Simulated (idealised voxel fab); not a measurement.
process module | voxel wiring stack
cross-section cut | 220 nm wide | cells 5 nm
A cross-section is a grid of square cells, given in bands from the top down. A band is one or more rows of cells.
Each band's line starts with the height of the band's top and of its bottom, in nm. Then come its materials from left to right, each with its width in nm. One material with "throughout" fills the band from edge to edge. "air" is empty space.
Height 0 is the level under which the wafer as received is all one material. The lowest band goes on downwards, as in "0 down".
A width such as "30 to 40" changes by the same amount from each row of cells to the next, from the band's top row to its bottom row.
"no change" after a step means that no cell of the cross-section changed.
closed voids: empty space of 8 cells or more with no open way to the top, each as width x height at its distance from the left edge, in nm
after a step's settings: what the simulator itself notes on the step
overlay nm, on a step with a mask: how far to the right of its planned place the mask lay; to the left if negative
plan
1 op RECEIVE | material Si
2 op CONFORMAL_DEP | material SiO2 | thk nm 10
3 op DIRECTIONAL_DEP | material TiN | thk nm 5
4 op DIRECTIONAL_DEP | material Ru | thk nm 20
5 op DIRECTIONAL_DEP | material aC | thk nm 15
6 op PATTERN | tone cover | mask id METAL_1 | material resist | width nm 20 | pitch nm 45 | thk nm 35 | overlay nm 0
7 op DIRECTIONAL_ETCH | etch materials aC | depth nm 15
8 op STRIP | etch materials resist
9 op DIRECTIONAL_ETCH | etch materials Ru | depth nm 20
10 op DIRECTIONAL_ETCH | etch materials TiN | depth nm 5
11 op STRIP | etch materials aC
12 op CONFORMAL_DEP | material SiCN | thk nm 5
13 op FILL_DEP | material lowk | thk nm 5
14 op CMP | height nm 35
15 op CONFORMAL_DEP | material SiCN | thk nm 5
16 op DIRECTIONAL_DEP | material lowk | thk nm 15
17 op DIRECTIONAL_DEP | material aC | thk nm 10
18 op PATTERN | tone open | mask id PLUG_1 | material resist | width nm 15 | pitch nm 45 | thk nm 25 | overlay nm 0
19 op DIRECTIONAL_ETCH | etch materials aC | depth nm 10
20 op STRIP | etch materials resist
21 op DIRECTIONAL_ETCH | etch materials lowk | depth nm 15
22 op DIRECTIONAL_ETCH | etch materials SiCN | depth nm 5
23 op STRIP | etch materials aC
24 op EPI | material Ru | thk nm 10
25 op EPI | material Ru | thk nm 10
26 op DIRECTIONAL_DEP | material TiN | thk nm 5
27 op DIRECTIONAL_DEP | material W | thk nm 25
28 op DIRECTIONAL_DEP | material aC | thk nm 15
29 op PATTERN | tone cover | mask id METAL_2 | material resist | width nm 20 | pitch nm 45 | thk nm 30 | overlay nm 0
30 op DIRECTIONAL_ETCH | etch materials aC | depth nm 15
31 op STRIP | etch materials resist
32 op DIRECTIONAL_ETCH | etch materials W | depth nm 25
33 op DIRECTIONAL_ETCH | etch materials TiN | depth nm 5
34 op STRIP | etch materials aC
35 op FILL_DEP | material lowk | thk nm 10
36 op CMP | height nm 85
37 op CONFORMAL_DEP | material SiCN | thk nm 5
38 op DIRECTIONAL_DEP | material lowk | thk nm 30
39 op PATTERN | tone open | mask id METAL_3 | material resist | width nm 20 | pitch nm 45 | thk nm 20 | overlay nm 0
40 op DIRECTIONAL_ETCH | etch materials lowk | depth nm 15
41 op STRIP | etch materials resist
42 op MASKED_ETCH | tone open | mask id METAL_3_HOLES | width nm 15 | pitch nm 45 | etch materials lowk | depth nm 15 | overlay nm 0
43 op MASKED_ETCH | tone open | mask id METAL_3_HOLES | width nm 15 | pitch nm 45 | etch materials SiCN | depth nm 5 | overlay nm 0
44 op CONFORMAL_DEP | material TiN | thk nm 5
45 op FILL_DEP | material Cu | thk nm 5
46 op CMP | height nm 120
47 op CONFORMAL_DEP | material SiN | thk nm 5
as received, after step 1
  0 down: Si throughout
  closed voids: none
a wafer at the end: this start, this plan, one mistake
  125 to 120: SiN throughout
  120 to 110: lowk 75 | TiN 5 | Cu 10 | TiN 5 | lowk 25 | TiN 5 | Cu 10 | TiN 5 | lowk 80
  110 to 105: lowk 75 | TiN 5 | Cu 5 | TiN 10 | lowk 25 | TiN 5 | Cu 5 | TiN 10 | lowk 80
  105 to 90: lowk 75 | TiN 5 | Cu 5 | TiN 5 | lowk 30 | TiN 5 | Cu 5 | TiN 5 | lowk 85
  90 to 85: SiCN 75 | TiN 15 | SiCN 30 | TiN 15 | SiCN 85
  85 to 70: lowk 75 | W 20 | lowk 25 | W 20 | lowk 80
  70 to 65: lowk 75 | TiN 20 | lowk 25 | TiN 20 | lowk 80
  65 to 55: lowk 65 | Ru 35 | lowk 10 | Ru 35 | lowk 75
  55 to 40: lowk 75 | Ru 15 | lowk 30 | Ru 15 | lowk 85
  40 to 35: SiCN 75 | Ru 15 | SiCN 30 | Ru 15 | SiCN 85
  35 to 15: lowk 70 | SiCN 5 | Ru 20 | SiCN 5 | lowk 15 | SiCN 5 | Ru 20 | SiCN 5 | lowk 75
  15 to 10: SiCN 75 | TiN 20 | SiCN 25 | TiN 20 | SiCN 80
  10 to 0: SiO2 throughout
  0 down: Si throughout
  closed voids: none
what went wrong: one of the steps 24 and 25, which are alike, was run twice
